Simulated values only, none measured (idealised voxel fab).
Documented hereafter: the process module known as voxel fin reveal.
Square cells of 5 nm make up the cross-section cut, whose width is 175 nm.
The cross-sections in this document take the form of a grid made of square cells. They are written out as bands, in order from top to bottom. Each band consists of one or more rows of cells. Per band: top height and bottom height in nm, followed by the left-to-right materials and their widths in nm; "throughout" marks a single material spanning edge to edge, "air" marks empty space. Measure heights from 0. That's the level where, below it, the as-received wafer is all one material. The lowest band is bottomless and extends downward; write it as in "0 down". Graded width ("30->40"): value in top row of band = first number; value in bottom row = second number; row-to-row change constant. Reading "no modifications" for a step: not a cell of the cross-section changed in it. In the "Closed internal voids" entry, you get each enclosed empty space of 8 cells or more, one with no open way to the top, written width x height at distance, distance from the left edge, in nm. Heads up: the bit after the settings on a step's line is the simulator's remark on that step. For masked steps, "overlay nm" on the step line gives how far right of plan the mask actually lay; a minus sign means it lay to the left.

Process steps foreseen in the plan:
1,RECEIVE | material Si
2,CONFORMAL_DEP | material SiN | thk nm 10
3,MASKED_ETCH | tone cover | mask id FINS | width nm 15 | pitch nm 35 | etch materials SiN | depth nm 10 | overlay nm 0
4,MASKED_ETCH | tone cover | mask id FINS | width nm 15 | pitch nm 35 | etch materials Si | depth nm 35 | overlay nm 0
5,OXIDIZE | depth nm 5
6,FILL_DEP | material SiO2 | thk nm 15
7,CMP | height nm 10
8,SELECTIVE_ETCH | etch materials SiO2 | depth nm 30
9,STRIP | etch materials SiN

as received, after step 1:
    0 down = Si throughout
    Closed internal voids: none

Same starting wafer, same plan as above, one mistake in the execution; this is the cross-section at the end of the module:
    10 to 0 = air (60)  SiN (15)  air (20)  SiN (15)  air (65)
    0 to -40 = air (65)  Si (5)  air (30)  Si (5)  air (70)
    -40 down = Si throughout
    Closed internal voids: none
The plan and the run diverged here: note that step 9 departed from the planned setting and was carried out as STRIP | etch materials SiO2
